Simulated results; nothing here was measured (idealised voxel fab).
The document below concerns the process module designated voxel self aligned vias.
Each square cell in cross-section cut measures 5 nm, and the section as a whole is 240 nm wide.
Reading order for cross-sections: top band down to bottom band. Underlying form: a grid of square cells. Band size: one or more rows of cells. Read a band's entry like this: the first values are the height of its top and the height of its bottom in nm, and what follows is the sequence of materials from left to right, each with its width in nm. Note that "blank" is empty space, and that a single material marked "edge to edge" reaches across the band from edge to edge. Height reference: 0 = level under which incoming wafer is all one material. Lowest band: no bottom, runs on downward, e.g. "top 0, no bottom". A two-number width, for instance "30..40", indicates that the width is equal to the first number in the top row of the band and to the second number in the bottom row, and that it changes by a constant amount per row of cells. "nothing was modified" means the step left every cell of the cross-section as it was. Entry "Closed void register". Content: empty spaces with no open connection to the top, size 8 cells or greater. Each: width x height at distance. Distance: from left edge. Unit: nm. Whatever follows a step's settings on its line is a remark the simulator itself makes about that step. overlay nm: mask offset rightward from planned place, masked step; negative means leftward offset.

Steps planned for the process:
1. RECEIVE [material Si]
2. CONFORMAL_DEP [material SiO2] [thk nm 15]
3. CONFORMAL_DEP [material SiCN] [thk nm 5]
4. DIRECTIONAL_DEP [material lowk] [thk nm 25]
5. MASKED_ETCH [tone open] [mask id LINES] [width nm 30] [pitch nm 65] [etch materials lowk] [depth nm 25] [overlay nm -15]
6. CONFORMAL_DEP [material TiN] [thk nm 5]
7. FILL_DEP [material W] [thk nm 10]
8. CMP [height nm 45]
9. SELECTIVE_ETCH [etch materials W Ru TiN] [depth nm 10]
10. FILL_DEP [material SiN] [thk nm 5]
11. CMP [height nm 45]
12. DIRECTIONAL_DEP [material lowk] [thk nm 20]
13. PATTERN [tone open] [mask id VIAS] [material resist] [width nm 40] [pitch nm 65] [thk nm 15] [overlay nm 0]
14. DIRECTIONAL_ETCH [etch materials lowk] [depth nm 20]
15. DIRECTIONAL_ETCH [etch materials SiN] [depth nm 10]
16. STRIP [etch materials resist]
17. CONFORMAL_DEP [material TiN] [thk nm 5]
18. FILL_DEP [material Cu] [thk nm 5]
19. CMP [height nm 65]
20. CONFORMAL_DEP [material SiCN] [thk nm 5]
Variable across wafers: step 5 overlay nm (plan value is that of the first wafer; starting state common to all).

The first of several wafers, as received after step 1, seen in section:
* top 0, no bottom = Si edge to edge
* Closed void register: none

Depicted here is the first of several wafers in cross-section, at module completion following the last step, step 20:
* top 70, bottom 65 = SiCN edge to edge
* top 65, bottom 50 = lowk (35)  TiN (5)  Cu (30)  TiN (5)  lowk (25)  TiN (5)  Cu (30)  TiN (5)  lowk (25)  TiN (5)  Cu (30)  TiN (5)  lowk (35)
* top 50, bottom 45 = lowk (35)  TiN (5)  Cu (10)  TiN (25)  lowk (25)  TiN (5)  Cu (10)  TiN (25)  lowk (25)  TiN (5)  Cu (10)  TiN (25)  lowk (35)
* top 45, bottom 40 = lowk (25)  SiN (10)  TiN (5)  Cu (10)  TiN (5)  lowk (35)  SiN (10)  TiN (5)  Cu (10)  TiN (5)  lowk (35)  SiN (10)  TiN (5)  Cu (10)  TiN (5)  lowk (55)
* top 40, bottom 35 = lowk (25)  SiN (10)  TiN (20)  lowk (35)  SiN (10)  TiN (20)  lowk (35)  SiN (10)  TiN (20)  lowk (55)
* top 35, bottom 25 = lowk (25)  TiN (5)  W (20)  TiN (5)  lowk (35)  TiN (5)  W (20)  TiN (5)  lowk (35)  TiN (5)  W (20)  TiN (5)  lowk (55)
* top 25, bottom 20 = lowk (25)  TiN (30)  lowk (35)  TiN (30)  lowk (35)  TiN (30)  lowk (55)
* top 20, bottom 15 = SiCN edge to edge
* top 15, bottom 0 = SiO2 edge to edge
* top 0, no bottom = Si edge to edge
* Closed void register: none

Of the several wafers, the last: cross-section at the end of the module:
* top 70, bottom 65 = SiCN edge to edge
* top 65, bottom 50 = lowk (35)  TiN (5)  Cu (30)  TiN (5)  lowk (25)  TiN (5)  Cu (30)  TiN (5)  lowk (25)  TiN (5)  Cu (30)  TiN (5)  lowk (35)
* top 50, bottom 45 = lowk (35)  TiN (25)  Cu (10)  TiN (5)  lowk (25)  TiN (25)  Cu (10)  TiN (5)  lowk (25)  TiN (25)  Cu (10)  TiN (5)  lowk (35)
* top 45, bottom 40 = lowk (55)  TiN (5)  Cu (10)  TiN (5)  SiN (10)  lowk (35)  TiN (5)  Cu (10)  TiN (5)  SiN (10)  lowk (35)  TiN (5)  Cu (10)  TiN (5)  SiN (10)  lowk (25)
* top 40, bottom 35 = lowk (55)  TiN (20)  SiN (10)  lowk (35)  TiN (20)  SiN (10)  lowk (35)  TiN (20)  SiN (10)  lowk (25)
* top 35, bottom 25 = lowk (55)  TiN (5)  W (20)  TiN (5)  lowk (35)  TiN (5)  W (20)  TiN (5)  lowk (35)  TiN (5)  W (20)  TiN (5)  lowk (25)
* top 25, bottom 20 = lowk (55)  TiN (30)  lowk (35)  TiN (30)  lowk (35)  TiN (30)  lowk (25)
* top 20, bottom 15 = SiCN edge to edge
* top 15, bottom 0 = SiO2 edge to edge
* top 0, no bottom = Si edge to edge
* Closed void register: none

End of module, by wafer: material-by-material cell gain (+) or loss (-) since receipt, then closed voids:
overlay nm -15; +66 Cu; +96 SiCN; +12 SiN; +144 SiO2; +84 TiN; +24 W; +246 lowk; Closed void register: none
overlay nm -10; +72 Cu; +96 SiCN; +6 SiN; +144 SiO2; +84 TiN; +24 W; +246 lowk; Closed void register: none
overlay nm -5; +78 Cu; +96 SiCN; +144 SiO2; +84 TiN; +24 W; +246 lowk; Closed void register: none
overlay nm 0; +78 Cu; +96 SiCN; +144 SiO2; +84 TiN; +24 W; +246 lowk; Closed void register: none
overlay nm 5; +78 Cu; +96 SiCN; +144 SiO2; +84 TiN; +24 W; +246 lowk; Closed void register: none
overlay nm 10; +72 Cu; +96 SiCN; +6 SiN; +144 SiO2; +84 TiN; +24 W; +246 lowk; Closed void register: none
overlay nm 15; +66 Cu; +96 SiCN; +12 SiN; +144 SiO2; +84 TiN; +24 W; +246 lowk; Closed void register: none
